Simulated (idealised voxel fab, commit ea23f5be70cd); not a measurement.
process module | voxel transistor to metal
cross-section cut | 205 nm wide | cells 5 nm
A cross-section is a grid of square cells, given in bands from the top down. A band is one or more rows of cells.
Each band's line starts with the height of the band's top and of its bottom, in nm. Then come its materials from left to right, each with its width in nm. One material with "throughout" fills the band from edge to edge. "air" is empty space.
Height 0 is the level under which the wafer as received is all one material. The lowest band goes on downwards, as in "0 down".
A width such as "30 to 40" changes by the same amount from each row of cells to the next, from the band's top row to its bottom row.
"no change" after a step means that no cell of the cross-section changed.
closed voids: empty space of 8 cells or more with no open way to the top, each as width x height at its distance from the left edge, in nm
after a step's settings: what the simulator itself notes on the step
overlay nm, on a step with a mask: how far to the right of its planned place the mask lay; to the left if negative
plan
1 op RECEIVE | material Si
2 op CONFORMAL_DEP | material SiO2 | thk nm 5
3 op CONFORMAL_DEP | material SiN | thk nm 15
4 op PATTERN | tone cover | mask id ACTIVE | material resist | width nm 105 | thk nm 20 | overlay nm 0
5 op DIRECTIONAL_ETCH | etch materials SiN | depth nm 15
6 op DIRECTIONAL_ETCH | etch materials SiO2 | depth nm 5
7 op DIRECTIONAL_ETCH | etch materials Si | depth nm 30
8 op STRIP | etch materials resist
9 op OXIDIZE | depth nm 5
10 op FILL_DEP | material SiO2 | thk nm 15
11 op CMP | height nm 20
12 op SELECTIVE_ETCH | etch materials SiO2 | depth nm 15
13 op STRIP | etch materials SiN
14 op SELECTIVE_ETCH | etch materials SiO2 | depth nm 5
15 op OXIDIZE | depth nm 5
16 op DIRECTIONAL_DEP | material polySi | thk nm 25
17 op DIRECTIONAL_DEP | material SiCN | thk nm 10
18 op PATTERN | tone cover | mask id GATE | material resist | width nm 25 | thk nm 15 | overlay nm 0
19 op DIRECTIONAL_ETCH | etch materials SiCN | depth nm 20
20 op DIRECTIONAL_ETCH | etch materials polySi | depth nm 35
21 op STRIP | etch materials resist
22 op CONFORMAL_DEP | material SiN | thk nm 10
23 op DIRECTIONAL_ETCH | etch materials SiN | depth nm 10
24 op DIRECTIONAL_ETCH | etch materials SiO2 | depth nm 5
25 op EPI | material nSi | thk nm 5
26 op FILL_DEP | material SiO2 | thk nm 10
27 op CMP | height nm 25
28 op STRIP | etch materials polySi
29 op SELECTIVE_ETCH | etch materials SiO2 | depth nm 5
30 op CONFORMAL_DEP | material HfO2 | thk nm 5
31 op CONFORMAL_DEP | material TiN | thk nm 5
32 op FILL_DEP | material W | thk nm 10
33 op CMP | height nm 20
34 op DIRECTIONAL_DEP | material SiO2 | thk nm 15
35 op MASKED_ETCH | tone open | mask id CONTACT | width nm 15 | pitch nm 80 | etch materials SiO2 | depth nm 35 | overlay nm 0
36 op CONFORMAL_DEP | material TiN | thk nm 5
37 op FILL_DEP | material W | thk nm 5
38 op CMP | height nm 35
39 op DIRECTIONAL_DEP | material TiN | thk nm 5
40 op DIRECTIONAL_DEP | material W | thk nm 15
41 op DIRECTIONAL_DEP | material aC | thk nm 10
42 op PATTERN | tone cover | mask id METAL_1 | material resist | width nm 15 | pitch nm 80 | thk nm 25 | overlay nm 0
43 op DIRECTIONAL_ETCH | etch materials aC | depth nm 10
44 op STRIP | etch materials resist
45 op DIRECTIONAL_ETCH | etch materials W | depth nm 15
46 op DIRECTIONAL_ETCH | etch materials TiN | depth nm 5
47 op STRIP | etch materials aC
48 op CONFORMAL_DEP | material SiCN | thk nm 5
49 op FILL_DEP | material SiO2 | thk nm 10
50 op CMP | height nm 55
51 op CONFORMAL_DEP | material SiCN | thk nm 5
52 op DIRECTIONAL_DEP | material SiO2 | thk nm 30
53 op MASKED_ETCH | tone open | mask id METAL_2 | width nm 15 | pitch nm 80 | etch materials SiO2 | depth nm 20 | overlay nm 0
54 op DIRECTIONAL_DEP | material aC | thk nm 15
55 op PATTERN | tone open | mask id METAL_2_HOLES | material resist | width nm 15 | pitch nm 80 | thk nm 35 | overlay nm 0
56 op DIRECTIONAL_ETCH | etch materials aC | depth nm 15
57 op STRIP | etch materials resist
58 op DIRECTIONAL_ETCH | etch materials SiO2 | depth nm 10
59 op DIRECTIONAL_ETCH | etch materials SiCN | depth nm 5
60 op STRIP | etch materials aC
61 op CONFORMAL_DEP | material TiN | thk nm 5
62 op FILL_DEP | material Cu | thk nm 5
63 op CMP | height nm 90
64 op CONFORMAL_DEP | material SiCN | thk nm 5
first wafer, as planned
as received, after step 1
  0 down: Si throughout
  closed voids: none
after step 2
  5 to 0: SiO2 throughout
  below 0: unchanged
after step 3
  20 to 5: SiN throughout
  below 5: unchanged
after step 4
  40 to 20: air 50 | resist 105 | air 50
  below 20: unchanged
after step 5
  40 to 20: air 50 | resist 105 | air 50
  20 to 5: air 50 | SiN 105 | air 50
  below 5: unchanged
after step 6
  40 to 20: air 50 | resist 105 | air 50
  20 to 5: air 50 | SiN 105 | air 50
  5 to 0: air 50 | SiO2 105 | air 50
  below 0: unchanged
after step 7
  40 to 20: air 50 | resist 105 | air 50
  20 to 5: air 50 | SiN 105 | air 50
  5 to 0: air 50 | SiO2 105 | air 50
  0 to -30: air 50 | Si 105 | air 50
  below -30: unchanged
after step 8
  20 to 5: air 50 | SiN 105 | air 50
  below 5: unchanged
after step 9
  20 to 5: air 50 | SiN 105 | air 50
  5 to 0: air 50 | SiO2 105 | air 50
  0 to -30: air 50 | SiO2 5 | Si 95 | SiO2 5 | air 50
  -30 to -35: SiO2 55 | Si 95 | SiO2 55
  below -35: unchanged
after step 10
  35 to 20: SiO2 throughout
  20 to 5: SiO2 50 | SiN 105 | SiO2 50
  5 to 0: SiO2 throughout
  0 to -35: SiO2 55 | Si 95 | SiO2 55
  below -35: unchanged
after step 11
  20 to 5: SiO2 50 | SiN 105 | SiO2 50
  below 5: unchanged
after step 12
  20 to 5: air 50 | SiN 105 | air 50
  below 5: unchanged
after step 13
  5 to 0: SiO2 throughout
  below 0: unchanged
after step 14
  0 to -35: SiO2 55 | Si 95 | SiO2 55
  below -35: unchanged
after step 15
  0 to -5: SiO2 throughout
  below -5: unchanged
after step 16
  25 to 0: polySi throughout
  below 0: unchanged
after step 17
  35 to 25: SiCN throughout
  below 25: unchanged
after step 18
  50 to 35: air 90 | resist 25 | air 90
  below 35: unchanged
after step 19
  50 to 35: air 90 | resist 25 | air 90
  35 to 25: air 90 | SiCN 25 | air 90
  below 25: unchanged
after step 20
  50 to 35: air 90 | resist 25 | air 90
  35 to 25: air 90 | SiCN 25 | air 90
  25 to 0: air 90 | polySi 25 | air 90
  below 0: unchanged
after step 21
  35 to 25: air 90 | SiCN 25 | air 90
  below 25: unchanged
after step 22
  45 to 35: air 80 | SiN 45 | air 80
  35 to 25: air 80 | SiN 10 | SiCN 25 | SiN 10 | air 80
  25 to 10: air 80 | SiN 10 | polySi 25 | SiN 10 | air 80
  10 to 0: SiN 90 | polySi 25 | SiN 90
  below 0: unchanged
after step 23
  35 to 25: air 80 | SiN 10 | SiCN 25 | SiN 10 | air 80
  25 to 0: air 80 | SiN 10 | polySi 25 | SiN 10 | air 80
  below 0: unchanged
after step 24
  35 to 25: air 80 | SiN 10 | SiCN 25 | SiN 10 | air 80
  25 to 0: air 80 | SiN 10 | polySi 25 | SiN 10 | air 80
  0 to -5: air 80 | SiO2 45 | air 80
  below -5: unchanged
after step 25
  35 to 25: air 80 | SiN 10 | SiCN 25 | SiN 10 | air 80
  25 to 0: air 80 | SiN 10 | polySi 25 | SiN 10 | air 80
  0 to -5: air 50 | nSi 30 | SiO2 45 | nSi 30 | air 50
  below -5: unchanged
after step 26
  45 to 35: SiO2 throughout
  35 to 25: SiO2 80 | SiN 10 | SiCN 25 | SiN 10 | SiO2 80
  25 to 0: SiO2 80 | SiN 10 | polySi 25 | SiN 10 | SiO2 80
  0 to -5: SiO2 50 | nSi 30 | SiO2 45 | nSi 30 | SiO2 50
  below -5: unchanged
after step 27
  25 to 0: SiO2 80 | SiN 10 | polySi 25 | SiN 10 | SiO2 80
  below 0: unchanged
after step 28
  25 to 0: SiO2 80 | SiN 10 | air 25 | SiN 10 | SiO2 80
  below 0: unchanged
after step 29
  25 to 20: air 80 | SiN 10 | air 25 | SiN 10 | air 80
  20 to 0: SiO2 80 | SiN 10 | air 25 | SiN 10 | SiO2 80
  0 to -5: SiO2 50 | nSi 30 | SiO2 5 | air 35 | SiO2 5 | nSi 30 | SiO2 50
  below -5: unchanged
after step 30
  30 to 25: air 75 | HfO2 20 | air 15 | HfO2 20 | air 75
  25 to 20: HfO2 80 | SiN 10 | HfO2 5 | air 15 | HfO2 5 | SiN 10 | HfO2 80
  20 to 0: SiO2 80 | SiN 10 | HfO2 5 | air 15 | HfO2 5 | SiN 10 | SiO2 80
  0 to -5: SiO2 50 | nSi 30 | SiO2 5 | HfO2 35 | SiO2 5 | nSi 30 | SiO2 50
  below -5: unchanged
after step 31
  35 to 30: air 70 | TiN 30 | air 5 | TiN 30 | air 70
  30 to 25: TiN 75 | HfO2 20 | TiN 5 | air 5 | TiN 5 | HfO2 20 | TiN 75
  25 to 20: HfO2 80 | SiN 10 | HfO2 5 | TiN 5 | air 5 | TiN 5 | HfO2 5 | SiN 10 | HfO2 80
  20 to 5: SiO2 80 | SiN 10 | HfO2 5 | TiN 5 | air 5 | TiN 5 | HfO2 5 | SiN 10 | SiO2 80
  5 to 0: SiO2 80 | SiN 10 | HfO2 5 | TiN 15 | HfO2 5 | SiN 10 | SiO2 80
  below 0: unchanged
after step 32
  45 to 35: W throughout
  35 to 30: W 70 | TiN 30 | W 5 | TiN 30 | W 70
  30 to 25: TiN 75 | HfO2 20 | TiN 5 | W 5 | TiN 5 | HfO2 20 | TiN 75
  25 to 20: HfO2 80 | SiN 10 | HfO2 5 | TiN 5 | W 5 | TiN 5 | HfO2 5 | SiN 10 | HfO2 80
  20 to 5: SiO2 80 | SiN 10 | HfO2 5 | TiN 5 | W 5 | TiN 5 | HfO2 5 | SiN 10 | SiO2 80
  below 5: unchanged
after step 33
  20 to 5: SiO2 80 | SiN 10 | HfO2 5 | TiN 5 | W 5 | TiN 5 | HfO2 5 | SiN 10 | SiO2 80
  below 5: unchanged
after step 34
  35 to 20: SiO2 throughout
  below 20: unchanged
after step 35
  35 to 20: SiO2 55 | air 15 | SiO2 65 | air 15 | SiO2 55
  20 to 5: SiO2 55 | air 15 | SiO2 10 | SiN 10 | HfO2 5 | TiN 5 | W 5 | TiN 5 | HfO2 5 | SiN 10 | SiO2 10 | air 15 | SiO2 55
  5 to 0: SiO2 55 | air 15 | SiO2 10 | SiN 10 | HfO2 5 | TiN 15 | HfO2 5 | SiN 10 | SiO2 10 | air 15 | SiO2 55
  below 0: unchanged
after step 36
  40 to 35: TiN 60 | air 5 | TiN 75 | air 5 | TiN 60
  35 to 20: SiO2 55 | TiN 5 | air 5 | TiN 5 | SiO2 65 | TiN 5 | air 5 | TiN 5 | SiO2 55
  20 to 5: SiO2 55 | TiN 5 | air 5 | TiN 5 | SiO2 10 | SiN 10 | HfO2 5 | TiN 5 | W 5 | TiN 5 | HfO2 5 | SiN 10 | SiO2 10 | TiN 5 | air 5 | TiN 5 | SiO2 55
  5 to 0: SiO2 55 | TiN 15 | SiO2 10 | SiN 10 | HfO2 5 | TiN 15 | HfO2 5 | SiN 10 | SiO2 10 | TiN 15 | SiO2 55
  below 0: unchanged
after step 37
  45 to 40: W throughout
  40 to 35: TiN 60 | W 5 | TiN 75 | W 5 | TiN 60
  35 to 20: SiO2 55 | TiN 5 | W 5 | TiN 5 | SiO2 65 | TiN 5 | W 5 | TiN 5 | SiO2 55
  20 to 5: SiO2 55 | TiN 5 | W 5 | TiN 5 | SiO2 10 | SiN 10 | HfO2 5 | TiN 5 | W 5 | TiN 5 | HfO2 5 | SiN 10 | SiO2 10 | TiN 5 | W 5 | TiN 5 | SiO2 55
  below 5: unchanged
after step 38
  35 to 20: SiO2 55 | TiN 5 | W 5 | TiN 5 | SiO2 65 | TiN 5 | W 5 | TiN 5 | SiO2 55
  below 20: unchanged
after step 39
  40 to 35: TiN throughout
  below 35: unchanged
after step 40
  55 to 40: W throughout
  below 40: unchanged
after step 41
  65 to 55: aC throughout
  below 55: unchanged
after step 42
  90 to 65: air 55 | resist 15 | air 65 | resist 15 | air 55
  below 65: unchanged
after step 43
  80 to 65: air 55 | resist 15 | air 65 | resist 15 | air 55
  65 to 55: air 55 | aC 15 | air 65 | aC 15 | air 55
  below 55: unchanged
after step 44
  65 to 55: air 55 | aC 15 | air 65 | aC 15 | air 55
  below 55: unchanged
after step 45
  65 to 55: air 55 | aC 15 | air 65 | aC 15 | air 55
  55 to 40: air 55 | W 15 | air 65 | W 15 | air 55
  below 40: unchanged
after step 46
  65 to 55: air 55 | aC 15 | air 65 | aC 15 | air 55
  55 to 40: air 55 | W 15 | air 65 | W 15 | air 55
  40 to 35: air 55 | TiN 15 | air 65 | TiN 15 | air 55
  below 35: unchanged
after step 47
  55 to 40: air 55 | W 15 | air 65 | W 15 | air 55
  below 40: unchanged
after step 48
  60 to 55: air 50 | SiCN 25 | air 55 | SiCN 25 | air 50
  55 to 40: air 50 | SiCN 5 | W 15 | SiCN 5 | air 55 | SiCN 5 | W 15 | SiCN 5 | air 50
  40 to 35: SiCN 55 | TiN 15 | SiCN 65 | TiN 15 | SiCN 55
  below 35: unchanged
after step 49
  70 to 60: SiO2 throughout
  60 to 55: SiO2 50 | SiCN 25 | SiO2 55 | SiCN 25 | SiO2 50
  55 to 40: SiO2 50 | SiCN 5 | W 15 | SiCN 5 | SiO2 55 | SiCN 5 | W 15 | SiCN 5 | SiO2 50
  below 40: unchanged
after step 50
  55 to 40: SiO2 50 | SiCN 5 | W 15 | SiCN 5 | SiO2 55 | SiCN 5 | W 15 | SiCN 5 | SiO2 50
  below 40: unchanged
after step 51
  60 to 55: SiCN throughout
  below 55: unchanged
after step 52
  90 to 60: SiO2 throughout
  below 60: unchanged
after step 53
  90 to 70: SiO2 55 | air 15 | SiO2 65 | air 15 | SiO2 55
  below 70: unchanged
after step 54
  105 to 90: aC 55 | air 15 | aC 65 | air 15 | aC 55
  90 to 85: SiO2 55 | air 15 | SiO2 65 | air 15 | SiO2 55
  85 to 70: SiO2 55 | aC 15 | SiO2 65 | aC 15 | SiO2 55
  below 70: unchanged
after step 55
  140 to 105: resist 55 | air 15 | resist 65 | air 15 | resist 55
  below 105: unchanged
after step 56
  125 to 105: resist 55 | air 15 | resist 65 | air 15 | resist 55
  105 to 90: aC 55 | air 15 | aC 65 | air 15 | aC 55
  90 to 70: SiO2 55 | air 15 | SiO2 65 | air 15 | SiO2 55
  below 70: unchanged
after step 57
  105 to 90: aC 55 | air 15 | aC 65 | air 15 | aC 55
  below 90: unchanged
after step 58
  105 to 90: aC 55 | air 15 | aC 65 | air 15 | aC 55
  90 to 60: SiO2 55 | air 15 | SiO2 65 | air 15 | SiO2 55
  below 60: unchanged
after step 59
  105 to 90: aC 55 | air 15 | aC 65 | air 15 | aC 55
  90 to 60: SiO2 55 | air 15 | SiO2 65 | air 15 | SiO2 55
  60 to 55: SiCN 55 | air 15 | SiCN 65 | air 15 | SiCN 55
  below 55: unchanged
after step 60
  90 to 60: SiO2 55 | air 15 | SiO2 65 | air 15 | SiO2 55
  below 60: unchanged
after step 61
  95 to 90: TiN 60 | air 5 | TiN 75 | air 5 | TiN 60
  90 to 60: SiO2 55 | TiN 5 | air 5 | TiN 5 | SiO2 65 | TiN 5 | air 5 | TiN 5 | SiO2 55
  60 to 55: SiCN 55 | TiN 15 | SiCN 65 | TiN 15 | SiCN 55
  below 55: unchanged
after step 62
  100 to 95: Cu throughout
  95 to 90: TiN 60 | Cu 5 | TiN 75 | Cu 5 | TiN 60
  90 to 60: SiO2 55 | TiN 5 | Cu 5 | TiN 5 | SiO2 65 | TiN 5 | Cu 5 | TiN 5 | SiO2 55
  below 60: unchanged
after step 63
  90 to 60: SiO2 55 | TiN 5 | Cu 5 | TiN 5 | SiO2 65 | TiN 5 | Cu 5 | TiN 5 | SiO2 55
  below 60: unchanged
after step 64
  95 to 90: SiCN throughout
  below 90: unchanged
second wafer: like start, like plan, one mistake. Through step 24 it matches the first wafer
when step 25 should have ended
  35 to 25: air 80 | SiN 10 | SiCN 25 | SiN 10 | air 80
  25 to 10: air 80 | SiN 10 | polySi 25 | SiN 10 | air 80
  10 to 0: air 40 | nSi 40 | SiN 10 | polySi 25 | SiN 10 | nSi 40 | air 40
  0 to -5: air 40 | nSi 40 | SiO2 45 | nSi 40 | air 40
  below -5: unchanged
when step 26 should have ended
  45 to 35: SiO2 throughout
  35 to 25: SiO2 80 | SiN 10 | SiCN 25 | SiN 10 | SiO2 80
  25 to 10: SiO2 80 | SiN 10 | polySi 25 | SiN 10 | SiO2 80
  10 to 0: SiO2 40 | nSi 40 | SiN 10 | polySi 25 | SiN 10 | nSi 40 | SiO2 40
  0 to -5: SiO2 40 | nSi 40 | SiO2 45 | nSi 40 | SiO2 40
  below -5: unchanged
when step 27 should have ended
  25 to 10: SiO2 80 | SiN 10 | polySi 25 | SiN 10 | SiO2 80
  below 10: unchanged
when step 28 should have ended
  25 to 10: SiO2 80 | SiN 10 | air 25 | SiN 10 | SiO2 80
  10 to 0: SiO2 40 | nSi 40 | SiN 10 | air 25 | SiN 10 | nSi 40 | SiO2 40
  below 0: unchanged
when step 29 should have ended
  25 to 20: air 80 | SiN 10 | air 25 | SiN 10 | air 80
  20 to 10: SiO2 80 | SiN 10 | air 25 | SiN 10 | SiO2 80
  10 to 0: SiO2 40 | nSi 40 | SiN 10 | air 25 | SiN 10 | nSi 40 | SiO2 40
  0 to -5: SiO2 40 | nSi 40 | SiO2 5 | air 35 | SiO2 5 | nSi 40 | SiO2 40
  below -5: unchanged
when step 30 should have ended
  30 to 25: air 75 | HfO2 20 | air 15 | HfO2 20 | air 75
  25 to 20: HfO2 80 | SiN 10 | HfO2 5 | air 15 | HfO2 5 | SiN 10 | HfO2 80
  20 to 10: SiO2 80 | SiN 10 | HfO2 5 | air 15 | HfO2 5 | SiN 10 | SiO2 80
  10 to 0: SiO2 40 | nSi 40 | SiN 10 | HfO2 5 | air 15 | HfO2 5 | SiN 10 | nSi 40 | SiO2 40
  0 to -5: SiO2 40 | nSi 40 | SiO2 5 | HfO2 35 | SiO2 5 | nSi 40 | SiO2 40
  below -5: unchanged
when step 31 should have ended
  35 to 30: air 70 | TiN 30 | air 5 | TiN 30 | air 70
  30 to 25: TiN 75 | HfO2 20 | TiN 5 | air 5 | TiN 5 | HfO2 20 | TiN 75
  25 to 20: HfO2 80 | SiN 10 | HfO2 5 | TiN 5 | air 5 | TiN 5 | HfO2 5 | SiN 10 | HfO2 80
  20 to 10: SiO2 80 | SiN 10 | HfO2 5 | TiN 5 | air 5 | TiN 5 | HfO2 5 | SiN 10 | SiO2 80
  10 to 5: SiO2 40 | nSi 40 | SiN 10 | HfO2 5 | TiN 5 | air 5 | TiN 5 | HfO2 5 | SiN 10 | nSi 40 | SiO2 40
  5 to 0: SiO2 40 | nSi 40 | SiN 10 | HfO2 5 | TiN 15 | HfO2 5 | SiN 10 | nSi 40 | SiO2 40
  below 0: unchanged
when step 32 should have ended
  45 to 35: W throughout
  35 to 30: W 70 | TiN 30 | W 5 | TiN 30 | W 70
  30 to 25: TiN 75 | HfO2 20 | TiN 5 | W 5 | TiN 5 | HfO2 20 | TiN 75
  25 to 20: HfO2 80 | SiN 10 | HfO2 5 | TiN 5 | W 5 | TiN 5 | HfO2 5 | SiN 10 | HfO2 80
  20 to 10: SiO2 80 | SiN 10 | HfO2 5 | TiN 5 | W 5 | TiN 5 | HfO2 5 | SiN 10 | SiO2 80
  10 to 5: SiO2 40 | nSi 40 | SiN 10 | HfO2 5 | TiN 5 | W 5 | TiN 5 | HfO2 5 | SiN 10 | nSi 40 | SiO2 40
  below 5: unchanged
when step 33 should have ended
  20 to 10: SiO2 80 | SiN 10 | HfO2 5 | TiN 5 | W 5 | TiN 5 | HfO2 5 | SiN 10 | SiO2 80
  below 10: unchanged
when step 34 should have ended
  35 to 20: SiO2 throughout
  below 20: unchanged
when step 35 should have ended
  35 to 20: SiO2 55 | air 15 | SiO2 65 | air 15 | SiO2 55
  20 to 10: SiO2 55 | air 15 | SiO2 10 | SiN 10 | HfO2 5 | TiN 5 | W 5 | TiN 5 | HfO2 5 | SiN 10 | SiO2 10 | air 15 | SiO2 55
  below 10: unchanged
when step 36 should have ended
  40 to 35: TiN 60 | air 5 | TiN 75 | air 5 | TiN 60
  35 to 20: SiO2 55 | TiN 5 | air 5 | TiN 5 | SiO2 65 | TiN 5 | air 5 | TiN 5 | SiO2 55
  20 to 15: SiO2 55 | TiN 5 | air 5 | TiN 5 | SiO2 10 | SiN 10 | HfO2 5 | TiN 5 | W 5 | TiN 5 | HfO2 5 | SiN 10 | SiO2 10 | TiN 5 | air 5 | TiN 5 | SiO2 55
  15 to 10: SiO2 55 | TiN 15 | SiO2 10 | SiN 10 | HfO2 5 | TiN 5 | W 5 | TiN 5 | HfO2 5 | SiN 10 | SiO2 10 | TiN 15 | SiO2 55
  below 10: unchanged
when step 37 should have ended
  45 to 40: W throughout
  40 to 35: TiN 60 | W 5 | TiN 75 | W 5 | TiN 60
  35 to 20: SiO2 55 | TiN 5 | W 5 | TiN 5 | SiO2 65 | TiN 5 | W 5 | TiN 5 | SiO2 55
  20 to 15: SiO2 55 | TiN 5 | W 5 | TiN 5 | SiO2 10 | SiN 10 | HfO2 5 | TiN 5 | W 5 | TiN 5 | HfO2 5 | SiN 10 | SiO2 10 | TiN 5 | W 5 | TiN 5 | SiO2 55
  below 15: unchanged
when step 38 should have ended
  35 to 20: SiO2 55 | TiN 5 | W 5 | TiN 5 | SiO2 65 | TiN 5 | W 5 | TiN 5 | SiO2 55
  below 20: unchanged
when step 39 should have ended
  40 to 35: TiN throughout
  below 35: unchanged
when step 40 should have ended
  55 to 40: W throughout
  below 40: unchanged
when step 41 should have ended
  65 to 55: aC throughout
  below 55: unchanged
when step 42 should have ended
  90 to 65: air 55 | resist 15 | air 65 | resist 15 | air 55
  below 65: unchanged
when step 43 should have ended
  80 to 65: air 55 | resist 15 | air 65 | resist 15 | air 55
  65 to 55: air 55 | aC 15 | air 65 | aC 15 | air 55
  below 55: unchanged
when step 44 should have ended
  65 to 55: air 55 | aC 15 | air 65 | aC 15 | air 55
  below 55: unchanged
when step 45 should have ended
  65 to 55: air 55 | aC 15 | air 65 | aC 15 | air 55
  55 to 40: air 55 | W 15 | air 65 | W 15 | air 55
  below 40: unchanged
when step 46 should have ended
  65 to 55: air 55 | aC 15 | air 65 | aC 15 | air 55
  55 to 40: air 55 | W 15 | air 65 | W 15 | air 55
  40 to 35: air 55 | TiN 15 | air 65 | TiN 15 | air 55
  below 35: unchanged
when step 47 should have ended
  55 to 40: air 55 | W 15 | air 65 | W 15 | air 55
  below 40: unchanged
when step 48 should have ended
  60 to 55: air 50 | SiCN 25 | air 55 | SiCN 25 | air 50
  55 to 40: air 50 | SiCN 5 | W 15 | SiCN 5 | air 55 | SiCN 5 | W 15 | SiCN 5 | air 50
  40 to 35: SiCN 55 | TiN 15 | SiCN 65 | TiN 15 | SiCN 55
  below 35: unchanged
when step 49 should have ended
  70 to 60: SiO2 throughout
  60 to 55: SiO2 50 | SiCN 25 | SiO2 55 | SiCN 25 | SiO2 50
  55 to 40: SiO2 50 | SiCN 5 | W 15 | SiCN 5 | SiO2 55 | SiCN 5 | W 15 | SiCN 5 | SiO2 50
  below 40: unchanged
when step 50 should have ended
  55 to 40: SiO2 50 | SiCN 5 | W 15 | SiCN 5 | SiO2 55 | SiCN 5 | W 15 | SiCN 5 | SiO2 50
  below 40: unchanged
when step 51 should have ended
  60 to 55: SiCN throughout
  below 55: unchanged
when step 52 should have ended
  90 to 60: SiO2 throughout
  below 60: unchanged
when step 53 should have ended
  90 to 70: SiO2 55 | air 15 | SiO2 65 | air 15 | SiO2 55
  below 70: unchanged
when step 54 should have ended
  105 to 90: aC 55 | air 15 | aC 65 | air 15 | aC 55
  90 to 85: SiO2 55 | air 15 | SiO2 65 | air 15 | SiO2 55
  85 to 70: SiO2 55 | aC 15 | SiO2 65 | aC 15 | SiO2 55
  below 70: unchanged
when step 55 should have ended
  140 to 105: resist 55 | air 15 | resist 65 | air 15 | resist 55
  below 105: unchanged
when step 56 should have ended
  125 to 105: resist 55 | air 15 | resist 65 | air 15 | resist 55
  105 to 90: aC 55 | air 15 | aC 65 | air 15 | aC 55
  90 to 70: SiO2 55 | air 15 | SiO2 65 | air 15 | SiO2 55
  below 70: unchanged
when step 57 should have ended
  105 to 90: aC 55 | air 15 | aC 65 | air 15 | aC 55
  below 90: unchanged
when step 58 should have ended
  105 to 90: aC 55 | air 15 | aC 65 | air 15 | aC 55
  90 to 60: SiO2 55 | air 15 | SiO2 65 | air 15 | SiO2 55
  below 60: unchanged
when step 59 should have ended
  105 to 90: aC 55 | air 15 | aC 65 | air 15 | aC 55
  90 to 60: SiO2 55 | air 15 | SiO2 65 | air 15 | SiO2 55
  60 to 55: SiCN 55 | air 15 | SiCN 65 | air 15 | SiCN 55
  below 55: unchanged
when step 60 should have ended
  90 to 60: SiO2 55 | air 15 | SiO2 65 | air 15 | SiO2 55
  below 60: unchanged
when step 61 should have ended
  95 to 90: TiN 60 | air 5 | TiN 75 | air 5 | TiN 60
  90 to 60: SiO2 55 | TiN 5 | air 5 | TiN 5 | SiO2 65 | TiN 5 | air 5 | TiN 5 | SiO2 55
  60 to 55: SiCN 55 | TiN 15 | SiCN 65 | TiN 15 | SiCN 55
  below 55: unchanged
when step 62 should have ended
  100 to 95: Cu throughout
  95 to 90: TiN 60 | Cu 5 | TiN 75 | Cu 5 | TiN 60
  90 to 60: SiO2 55 | TiN 5 | Cu 5 | TiN 5 | SiO2 65 | TiN 5 | Cu 5 | TiN 5 | SiO2 55
  below 60: unchanged
when step 63 should have ended
  90 to 60: SiO2 55 | TiN 5 | Cu 5 | TiN 5 | SiO2 65 | TiN 5 | Cu 5 | TiN 5 | SiO2 55
  below 60: unchanged
when step 64 should have ended
  95 to 90: SiCN throughout
  below 90: unchanged
what went wrong: step 25 ran as: op EPI | material nSi | thk nm 15
at the end the second wafer has, in cells: 24 fewer of SiO2 | 8 fewer of TiN | 4 fewer of W | 36 more of nSi
